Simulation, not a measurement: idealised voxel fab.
You're looking at the process module voxel released beams.
Shown is cross-section cut, with a width of 260 nm and square cells of size 5 nm.
The cross-sections in this document take the form of a grid made of square cells. They are written out as bands, in order from top to bottom. Each band consists of one or more rows of cells.
The band entry comprises the height of the band's top followed by the height of its bottom, expressed in nm, and subsequently the band's materials from left to right, each stated together with its width in nm. Where a single material is marked with the word "all across", that material fills the band from edge to edge. The word "air" represents empty space.
Where do heights start? At 0: under that level the wafer as delivered is made of one material only. And the lowest band has no floor; it just carries on downward, as in "from 0 down".
A two-number width, for instance "30 to 40", indicates that the width is equal to the first number in the top row of the band and to the second number in the bottom row, and that it changes by a constant amount per row of cells.
"no modifications" means the step left every cell of the cross-section as it was.
Basically, "Voids lacking openings" tells you about the enclosed voids: empty spaces with no open way to the top, 8 cells or bigger, each written width x height at distance, where distance is from the left edge, all in nm.
Step line, after settings: the simulator's comment on this step.
The optional step-line setting "overlay nm" applies to steps with a mask and quantifies how far to the right of its planned location the mask lay, a negative value indicating leftward placement.
-- Here's what the planned process steps look like
- 1: op RECEIVE | material Si
- 2: op CONFORMAL_DEP | material SiN | thk nm 10
- 3: op DIRECTIONAL_DEP | material SiO2 | thk nm 10
- 4: op MASKED_ETCH | tone open | mask id ANCHOR | width nm 40 | etch materials SiO2 | depth nm 10 | overlay nm 0
- 5: op CONFORMAL_DEP | material TiN | thk nm 15
- 6: op DIRECTIONAL_DEP | material aC | thk nm 15
- 7: op PATTERN | tone cover | mask id BEAM | material resist | width nm 110 | thk nm 30 | overlay nm -15
- 8: op DIRECTIONAL_ETCH | etch materials aC | depth nm 15
- 9: op STRIP | etch materials resist
- 10: op DIRECTIONAL_ETCH | etch materials TiN | depth nm 15
- 11: op STRIP | etch materials aC
- 12: op STRIP | etch materials SiO2
Wafers differ in overlay nm at step 7; plan lists the first wafer's value; identical starting state.
-- The first of several wafers in cross-section, exactly as it reached us after step 1
> from 0 down: Si all across
> Voids lacking openings: none
-- Every row in this table is a wafer at the end of the module, and it gives, for each of the materials, the cells that wafer has gained (+) or lost (-) since it was received, then its closed voids
overlay nm -15; +104 SiN; +78 TiN; Voids lacking openings: none
overlay nm -10; +104 SiN; +78 TiN; Voids lacking openings: none
overlay nm -5; +104 SiN; +78 TiN; Voids lacking openings: none
overlay nm 0; +104 SiN; +78 TiN; Voids lacking openings: none
overlay nm 5; +104 SiN; +78 TiN; Voids lacking openings: none
overlay nm 10; +104 SiN; +78 TiN; Voids lacking openings: none
overlay nm 15; +104 SiN; +78 TiN; Voids lacking openings: none
